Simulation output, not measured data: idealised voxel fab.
Process module under the name voxel gate over fins
Cross-section cut: width 230 nm, square cells of 5 nm.
Cross-sections here: square-cell grids, written as top-down lists of bands, a band being one or more rows of cells.
Band entry format. Leading values: height of top, height of bottom, nm. Remainder: materials in left-to-right order, each with its width in nm. Special words: "everywhere" on a single material, which then fills the band edge to edge; "air", empty space.
Below 0: as-received wafer, all one material; heights counted from there. Lowest band: no bottom, goes on down, written "top 0, no bottom".
You'd read "30->40" like this: the band's top row of cells is as wide as the first number, its bottom row is as wide as the second, and going down, every row changes width by the same amount as the row before did.
No cell of the cross-section changed in a step that is given as "same as before".
The list in "Enclosed internal cavities" covers empty spaces of 8 cells or more that cannot reach the top through any open way, and it gives each as width x height at distance; the distance is from the left edge, and width, height and distance are in nm.
Where a step's line continues beyond its settings, the continuation is a remark by the simulator itself on that step.
When a step includes a mask, the "overlay nm" setting on its line states how far to the right of its planned place that mask lay, and negative values state how far to the left.
The planned process steps are enumerated hereunder:
1: RECEIVE: material Si
2: CONFORMAL_DEP: material SiN, thk nm 10
3: PATTERN: tone cover, mask id FINS, material resist, width nm 15, pitch nm 40, thk nm 15, overlay nm 0
4: DIRECTIONAL_ETCH: etch materials SiN, depth nm 10
5: DIRECTIONAL_ETCH: etch materials Si, depth nm 40
6: STRIP: etch materials resist
7: OXIDIZE: depth nm 5
8: FILL_DEP: material SiO2, thk nm 15
9: CMP: height nm 10
10: SELECTIVE_ETCH: etch materials SiO2, depth nm 20
11: STRIP: etch materials SiN
12: CONFORMAL_DEP: material HfO2, thk nm 5
13: CONFORMAL_DEP: material TiN, thk nm 5
14: CONFORMAL_DEP: material TiAl, thk nm 5
15: CONFORMAL_DEP: material TiN, thk nm 5
16: FILL_DEP: material W, thk nm 10
17: CMP: height nm 25
18: CONFORMAL_DEP: material SiCN, thk nm 5
For clarity, it should be stated that the wafers under discussion commence in an identical condition and differ with respect to the width nm of step 3, the plan indicating the value that the first wafer had.
Cross-section of the first incoming wafer of several, state after step 1:
top 0, no bottom  Si everywhere
Enclosed internal cavities: none
Take a look at the first of several wafers in cross-section: the module is done, and step 18 was its last step:
top 30, bottom 25  SiCN everywhere
top 25, bottom 20  W everywhere
top 20, bottom 15  W: 50 | TiN: 125 | W: 55
top 15, bottom 10  W: 50 | TiN: 5 | TiAl: 35 | TiN: 5 | TiAl: 35 | TiN: 5 | TiAl: 35 | TiN: 5 | W: 55
top 10, bottom 5  TiN: 55 | TiAl: 5 | TiN: 25 | TiAl: 5 | TiN: 5 | TiAl: 5 | TiN: 25 | TiAl: 5 | TiN: 5 | TiAl: 5 | TiN: 25 | TiAl: 5 | TiN: 60
top 5, bottom 0  TiAl: 60 | TiN: 5 | HfO2: 15 | TiN: 5 | TiAl: 15 | TiN: 5 | HfO2: 15 | TiN: 5 | TiAl: 15 | TiN: 5 | HfO2: 15 | TiN: 5 | TiAl: 65
top 0, bottom -5  TiN: 65 | HfO2: 5 | Si: 5 | HfO2: 5 | TiN: 25 | HfO2: 5 | Si: 5 | HfO2: 5 | TiN: 25 | HfO2: 5 | Si: 5 | HfO2: 5 | TiN: 70
top -5, bottom -10  HfO2: 70 | Si: 5 | HfO2: 35 | Si: 5 | HfO2: 35 | Si: 5 | HfO2: 75
top -10, bottom -45  SiO2: 70 | Si: 5 | SiO2: 35 | Si: 5 | SiO2: 35 | Si: 5 | SiO2: 75
top -45, no bottom  Si everywhere
Enclosed internal cavities: none
Last wafer x-sec, end of module:
top 30, bottom 25  SiCN everywhere
top 25, bottom 20  W everywhere
top 20, bottom 15  W: 45 | TiN: 135 | W: 50
top 15, bottom 10  W: 45 | TiN: 5 | TiAl: 125 | TiN: 5 | W: 50
top 10, bottom 5  TiN: 50 | TiAl: 5 | TiN: 35 | TiAl: 5 | TiN: 35 | TiAl: 5 | TiN: 35 | TiAl: 5 | TiN: 55
top 5, bottom 0  TiAl: 55 | TiN: 5 | HfO2: 25 | TiN: 5 | TiAl: 5 | TiN: 5 | HfO2: 25 | TiN: 5 | TiAl: 5 | TiN: 5 | HfO2: 25 | TiN: 5 | TiAl: 60
top 0, bottom -5  TiN: 60 | HfO2: 5 | Si: 15 | HfO2: 5 | TiN: 15 | HfO2: 5 | Si: 15 | HfO2: 5 | TiN: 15 | HfO2: 5 | Si: 15 | HfO2: 5 | TiN: 65
top -5, bottom -10  HfO2: 65 | Si: 15 | HfO2: 25 | Si: 15 | HfO2: 25 | Si: 15 | HfO2: 70
top -10, bottom -45  SiO2: 65 | Si: 15 | SiO2: 25 | Si: 15 | SiO2: 25 | Si: 15 | SiO2: 70
top -45, no bottom  Si everywhere
Enclosed internal cavities: none
Every row in this table is a wafer at the end of the module, and it gives, for each of the materials, the cells that wafer has gained (+) or lost (-) since it was received, then its closed voids:
width nm 15 | +58 HfO2 | -387 Si | +46 SiCN | +301 SiO2 | +58 TiAl | +112 TiN | +88 W | Enclosed internal cavities: none
width nm 20 | +58 HfO2 | -360 Si | +46 SiCN | +280 SiO2 | +58 TiAl | +108 TiN | +86 W | Enclosed internal cavities: none
width nm 25 | +58 HfO2 | -333 Si | +46 SiCN | +259 SiO2 | +54 TiAl | +108 TiN | +84 W | Enclosed internal cavities: none
